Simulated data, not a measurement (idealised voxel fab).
process module | voxel transistor to metal
cross-section cut | 185 nm wide | cells 5 nm
A cross-section is a grid of square cells, given in bands from the top down. A band is one or more rows of cells.
Each band's line starts with the height of the band's top and of its bottom, in nm. Then come its materials from left to right, each with its width in nm. One material with "throughout" fills the band from edge to edge. "air" is empty space.
Height 0 is the level under which the wafer as received is all one material. The lowest band goes on downwards, as in "0 down".
A width such as "30 to 40" changes by the same amount from each row of cells to the next, from the band's top row to its bottom row.
"no change" after a step means that no cell of the cross-section changed.
closed voids: empty space of 8 cells or more with no open way to the top, each as width x height at its distance from the left edge, in nm
after a step's settings: what the simulator itself notes on the step
overlay nm, on a step with a mask: how far to the right of its planned place the mask lay; to the left if negative
plan
1 op RECEIVE | material Si
2 op CONFORMAL_DEP | material SiO2 | thk nm 5
3 op CONFORMAL_DEP | material SiN | thk nm 15
4 op DIRECTIONAL_DEP | material aC | thk nm 10
5 op PATTERN | tone cover | mask id ACTIVE | material resist | width nm 105 | thk nm 25 | overlay nm 0
6 op DIRECTIONAL_ETCH | etch materials aC | depth nm 10
7 op STRIP | etch materials resist
8 op DIRECTIONAL_ETCH | etch materials SiN | depth nm 15
9 op DIRECTIONAL_ETCH | etch materials SiO2 | depth nm 5
10 op DIRECTIONAL_ETCH | etch materials Si | depth nm 35
11 op STRIP | etch materials aC
12 op OXIDIZE | depth nm 5
13 op FILL_DEP | material SiO2 | thk nm 5
14 op CMP | height nm 20
15 op SELECTIVE_ETCH | etch materials SiO2 | depth nm 10
16 op STRIP | etch materials SiN
17 op SELECTIVE_ETCH | etch materials SiO2 | depth nm 5
18 op OXIDIZE | depth nm 5
19 op DIRECTIONAL_DEP | material polySi | thk nm 25
20 op DIRECTIONAL_DEP | material SiCN | thk nm 10
21 op DIRECTIONAL_DEP | material aC | thk nm 15
22 op PATTERN | tone cover | mask id GATE | material resist | width nm 35 | thk nm 35 | overlay nm 0
23 op DIRECTIONAL_ETCH | etch materials aC | depth nm 15
24 op STRIP | etch materials resist
25 op DIRECTIONAL_ETCH | etch materials SiCN | depth nm 20
26 op DIRECTIONAL_ETCH | etch materials polySi | depth nm 35
27 op STRIP | etch materials aC
28 op CONFORMAL_DEP | material SiN | thk nm 10
29 op DIRECTIONAL_ETCH | etch materials SiN | depth nm 10
30 op DIRECTIONAL_ETCH | etch materials SiO2 | depth nm 5
31 op DIRECTIONAL_ETCH | etch materials Si | depth nm 5
32 op EPI | material SiGe | thk nm 10
33 op FILL_DEP | material SiO2 | thk nm 5
34 op CMP | height nm 25
35 op STRIP | etch materials polySi
36 op SELECTIVE_ETCH | etch materials SiO2 | depth nm 5
37 op CONFORMAL_DEP | material HfO2 | thk nm 5
38 op CONFORMAL_DEP | material TiN | thk nm 5
39 op FILL_DEP | material W | thk nm 5
40 op CMP | height nm 20
41 op DIRECTIONAL_DEP | material SiO2 | thk nm 10
42 op DIRECTIONAL_DEP | material aC | thk nm 15
43 op PATTERN | tone open | mask id CONTACT | material resist | width nm 15 | pitch nm 80 | thk nm 30 | overlay nm 0
44 op DIRECTIONAL_ETCH | etch materials aC | depth nm 15
45 op STRIP | etch materials resist
46 op DIRECTIONAL_ETCH | etch materials SiO2 | depth nm 30
47 op STRIP | etch materials aC
48 op CONFORMAL_DEP | material TiN | thk nm 5
49 op FILL_DEP | material Ru | thk nm 5
50 op CMP | height nm 30
51 op DIRECTIONAL_DEP | material TiN | thk nm 5
52 op DIRECTIONAL_DEP | material W | thk nm 20
53 op PATTERN | tone cover | mask id METAL_1 | material resist | width nm 15 | pitch nm 80 | thk nm 15 | overlay nm 0
54 op DIRECTIONAL_ETCH | etch materials W | depth nm 20
55 op DIRECTIONAL_ETCH | etch materials TiN | depth nm 5
56 op STRIP | etch materials resist
57 op FILL_DEP | material SiO2 | thk nm 10
58 op CMP | height nm 55
59 op CONFORMAL_DEP | material SiCN | thk nm 5
60 op DIRECTIONAL_DEP | material lowk | thk nm 30
61 op MASKED_ETCH | tone open | mask id METAL_2 | width nm 15 | pitch nm 80 | etch materials lowk | depth nm 20 | overlay nm 0
62 op MASKED_ETCH | tone open | mask id METAL_2_HOLES | width nm 15 | pitch nm 80 | etch materials lowk | depth nm 10 | overlay nm 0
63 op MASKED_ETCH | tone open | mask id METAL_2_HOLES | width nm 15 | pitch nm 80 | etch materials SiCN | depth nm 5 | overlay nm -15
64 op CONFORMAL_DEP | material TiN | thk nm 5
65 op FILL_DEP | material Cu | thk nm 10
66 op CMP | height nm 90
67 op CONFORMAL_DEP | material SiN | thk nm 5
varied across the wafers: overlay nm of step 63. The plan shows the first wafer's value. All wafers start alike
first wafer as received, after step 1
  0 down: Si throughout
  closed voids: none
first wafer at the end, after step 67
  95 to 90: SiN throughout
  90 to 65: lowk 45 | TiN 5 | Cu 5 | TiN 5 | lowk 65 | TiN 5 | Cu 5 | TiN 5 | lowk 45
  65 to 60: lowk 45 | TiN 15 | lowk 65 | TiN 15 | lowk 45
  60 to 55: SiCN throughout
  55 to 35: SiO2 45 | W 15 | SiO2 65 | W 15 | SiO2 45
  35 to 30: SiO2 45 | TiN 15 | SiO2 65 | TiN 15 | SiO2 45
  30 to 20: SiO2 45 | TiN 5 | Ru 5 | TiN 5 | SiO2 65 | TiN 5 | Ru 5 | TiN 5 | SiO2 45
  20 to 10: SiO2 45 | TiN 5 | Ru 5 | TiN 5 | SiO2 5 | SiN 10 | HfO2 5 | TiN 5 | W 15 | TiN 5 | HfO2 5 | SiN 10 | SiO2 5 | TiN 5 | Ru 5 | TiN 5 | SiO2 45
  10 to 5: SiO2 45 | TiN 15 | SiO2 5 | SiN 10 | HfO2 5 | TiN 5 | W 15 | TiN 5 | HfO2 5 | SiN 10 | SiO2 5 | TiN 15 | SiO2 45
  5 to 0: SiO2 35 | SiN 10 | TiN 10 | SiGe 10 | SiN 10 | HfO2 5 | TiN 25 | HfO2 5 | SiN 10 | SiGe 10 | TiN 10 | SiN 10 | SiO2 35
  0 to -5: SiO2 45 | SiGe 20 | SiO2 5 | HfO2 45 | SiO2 5 | SiGe 20 | SiO2 45
  -5 to -10: SiO2 45 | SiGe 20 | Si 55 | SiGe 20 | SiO2 45
  -10 to -40: SiO2 45 | Si 95 | SiO2 45
  -40 down: Si throughout
  closed voids: none
last wafer at the end
  95 to 90: SiN throughout
  90 to 65: lowk 45 | TiN 5 | Cu 5 | TiN 5 | lowk 65 | TiN 5 | Cu 5 | TiN 5 | lowk 45
  65 to 60: lowk 45 | TiN 15 | lowk 65 | TiN 15 | lowk 45
  60 to 55: SiCN throughout
  55 to 35: SiO2 45 | W 15 | SiO2 65 | W 15 | SiO2 45
  35 to 30: SiO2 45 | TiN 15 | SiO2 65 | TiN 15 | SiO2 45
  30 to 20: SiO2 45 | TiN 5 | Ru 5 | TiN 5 | SiO2 65 | TiN 5 | Ru 5 | TiN 5 | SiO2 45
  20 to 10: SiO2 45 | TiN 5 | Ru 5 | TiN 5 | SiO2 5 | SiN 10 | HfO2 5 | TiN 5 | W 15 | TiN 5 | HfO2 5 | SiN 10 | SiO2 5 | TiN 5 | Ru 5 | TiN 5 | SiO2 45
  10 to 5: SiO2 45 | TiN 15 | SiO2 5 | SiN 10 | HfO2 5 | TiN 5 | W 15 | TiN 5 | HfO2 5 | SiN 10 | SiO2 5 | TiN 15 | SiO2 45
  5 to 0: SiO2 35 | SiN 10 | TiN 10 | SiGe 10 | SiN 10 | HfO2 5 | TiN 25 | HfO2 5 | SiN 10 | SiGe 10 | TiN 10 | SiN 10 | SiO2 35
  0 to -5: SiO2 45 | SiGe 20 | SiO2 5 | HfO2 45 | SiO2 5 | SiGe 20 | SiO2 45
  -5 to -10: SiO2 45 | SiGe 20 | Si 55 | SiGe 20 | SiO2 45
  -10 to -40: SiO2 45 | Si 95 | SiO2 45
  -40 down: Si throughout
  closed voids: none
each wafer at the end: cells of each material gained (+) or lost (-) since it was received, then its closed voids
overlay nm -15 | +10 Cu | +17 HfO2 | +8 Ru | -171 Si | +37 SiCN | +20 SiGe | +57 SiN | +437 SiO2 | +69 TiN | +33 W | +186 lowk | closed voids: none
overlay nm -10 | +10 Cu | +17 HfO2 | +8 Ru | -171 Si | +35 SiCN | +20 SiGe | +57 SiN | +437 SiO2 | +71 TiN | +33 W | +186 lowk | closed voids: none
overlay nm -5 | +10 Cu | +17 HfO2 | +8 Ru | -171 Si | +33 SiCN | +20 SiGe | +57 SiN | +437 SiO2 | +73 TiN | +33 W | +186 lowk | closed voids: none
overlay nm 0 | +12 Cu | +17 HfO2 | +8 Ru | -171 Si | +31 SiCN | +20 SiGe | +57 SiN | +437 SiO2 | +73 TiN | +33 W | +186 lowk | closed voids: none
overlay nm 5 | +10 Cu | +17 HfO2 | +8 Ru | -171 Si | +33 SiCN | +20 SiGe | +57 SiN | +437 SiO2 | +73 TiN | +33 W | +186 lowk | closed voids: none
overlay nm 10 | +10 Cu | +17 HfO2 | +8 Ru | -171 Si | +35 SiCN | +20 SiGe | +57 SiN | +437 SiO2 | +71 TiN | +33 W | +186 lowk | closed voids: none
overlay nm 15 | +10 Cu | +17 HfO2 | +8 Ru | -171 Si | +37 SiCN | +20 SiGe | +57 SiN | +437 SiO2 | +69 TiN | +33 W | +186 lowk | closed voids: none
